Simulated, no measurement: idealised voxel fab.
process module | voxel wiring stack
cross-section cut | 280 nm wide | cells 5 nm
A cross-section is a grid of square cells, given in bands from the top down. A band is one or more rows of cells.
Each band's line starts with the height of the band's top and of its bottom, in nm. Then come its materials from left to right, each with its width in nm. One material with "throughout" fills the band from edge to edge. "air" is empty space.
Height 0 is the level under which the wafer as received is all one material. The lowest band goes on downwards, as in "0 down".
A width such as "30 to 40" changes by the same amount from each row of cells to the next, from the band's top row to its bottom row.
"no change" after a step means that no cell of the cross-section changed.
closed voids: empty space of 8 cells or more with no open way to the top, each as width x height at its distance from the left edge, in nm
after a step's settings: what the simulator itself notes on the step
overlay nm, on a step with a mask: how far to the right of its planned place the mask lay; to the left if negative
plan
1 op RECEIVE | material Si
2 op CONFORMAL_DEP | material SiO2 | thk nm 15
3 op DIRECTIONAL_DEP | material TiN | thk nm 5
4 op DIRECTIONAL_DEP | material Ru | thk nm 25
5 op MASKED_ETCH | tone cover | mask id METAL_1 | width nm 20 | pitch nm 50 | etch materials Ru | depth nm 25 | overlay nm 0
6 op MASKED_ETCH | tone cover | mask id METAL_1 | width nm 20 | pitch nm 50 | etch materials TiN | depth nm 5 | overlay nm 0
7 op CONFORMAL_DEP | material SiCN | thk nm 5
8 op FILL_DEP | material SiO2 | thk nm 5
9 op CMP | height nm 45
10 op CONFORMAL_DEP | material SiCN | thk nm 5
11 op DIRECTIONAL_DEP | material lowk | thk nm 20
12 op PATTERN | tone open | mask id PLUG_1 | material resist | width nm 15 | pitch nm 100 | thk nm 15 | overlay nm 0
13 op DIRECTIONAL_ETCH | etch materials lowk | depth nm 20
14 op DIRECTIONAL_ETCH | etch materials SiCN | depth nm 5
15 op STRIP | etch materials resist
16 op CONFORMAL_DEP | material TiN | thk nm 5
17 op FILL_DEP | material W | thk nm 5
18 op CMP | height nm 70
19 op DIRECTIONAL_DEP | material TiN | thk nm 5
20 op DIRECTIONAL_DEP | material Ru | thk nm 20
21 op DIRECTIONAL_DEP | material aC | thk nm 10
22 op PATTERN | tone cover | mask id METAL_2 | material resist | width nm 20 | pitch nm 50 | thk nm 30 | overlay nm 0
23 op DIRECTIONAL_ETCH | etch materials aC | depth nm 10
24 op STRIP | etch materials resist
25 op DIRECTIONAL_ETCH | etch materials Ru | depth nm 20
26 op DIRECTIONAL_ETCH | etch materials TiN | depth nm 5
27 op STRIP | etch materials aC
28 op CONFORMAL_DEP | material SiN | thk nm 5
29 op FILL_DEP | material lowk | thk nm 5
30 op CMP | height nm 95
31 op CONFORMAL_DEP | material SiCN | thk nm 5
32 op DIRECTIONAL_DEP | material lowk | thk nm 25
33 op MASKED_ETCH | tone open | mask id METAL_3_HOLES | width nm 15 | pitch nm 100 | etch materials lowk | depth nm 25 | overlay nm 0
34 op PATTERN | tone open | mask id METAL_3 | material resist | width nm 20 | pitch nm 50 | thk nm 20 | overlay nm 0
35 op DIRECTIONAL_ETCH | etch materials lowk | depth nm 15
36 op DIRECTIONAL_ETCH | etch materials SiCN | depth nm 5
37 op STRIP | etch materials resist
38 op CONFORMAL_DEP | material TiN | thk nm 5
39 op FILL_DEP | material Cu | thk nm 5
40 op CMP | height nm 125
41 op CONFORMAL_DEP | material SiN | thk nm 5
as received, after step 1
  0 down: Si throughout
  closed voids: none
a wafer at the end: this start, this plan, one mistake
  130 to 125: SiN throughout
  125 to 120: lowk 80 | TiN 5 | Cu 10 | TiN 5 | lowk 30 | TiN 5 | Cu 10 | TiN 5 | lowk 30 | TiN 5 | Cu 10 | TiN 5 | lowk 80
  120 to 115: lowk 80 | TiN 5 | Cu 5 | TiN 10 | lowk 30 | TiN 20 | lowk 30 | TiN 5 | Cu 5 | TiN 10 | lowk 80
  115 to 105: lowk 80 | TiN 5 | Cu 5 | TiN 5 | lowk 85 | TiN 5 | Cu 5 | TiN 5 | lowk 85
  105 to 100: SiCN 80 | TiN 15 | SiCN 85 | TiN 15 | SiCN 85
  100 to 95: lowk 75 | SiN 30 | lowk 20 | SiN 30 | lowk 20 | SiN 30 | lowk 75
  95 to 75: lowk 75 | SiN 5 | Ru 20 | SiN 5 | lowk 20 | SiN 5 | Ru 20 | SiN 5 | lowk 20 | SiN 5 | Ru 20 | SiN 5 | lowk 75
  75 to 70: SiN 80 | TiN 20 | SiN 30 | TiN 20 | SiN 30 | TiN 20 | SiN 80
  70 to 50: lowk 80 | TiN 5 | W 5 | TiN 5 | lowk 85 | TiN 5 | W 5 | TiN 5 | lowk 85
  50 to 45: SiCN 80 | TiN 15 | SiCN 85 | TiN 15 | SiCN 85
  45 to 20: SiO2 75 | SiCN 5 | Ru 20 | SiCN 5 | SiO2 20 | SiCN 5 | Ru 20 | SiCN 5 | SiO2 20 | SiCN 5 | Ru 20 | SiCN 5 | SiO2 75
  20 to 15: SiCN 80 | TiN 20 | SiCN 30 | TiN 20 | SiCN 30 | TiN 20 | SiCN 80
  15 to 0: SiO2 throughout
  0 down: Si throughout
  closed voids: none
what went wrong: step 30 ran as: op CMP | height nm 100
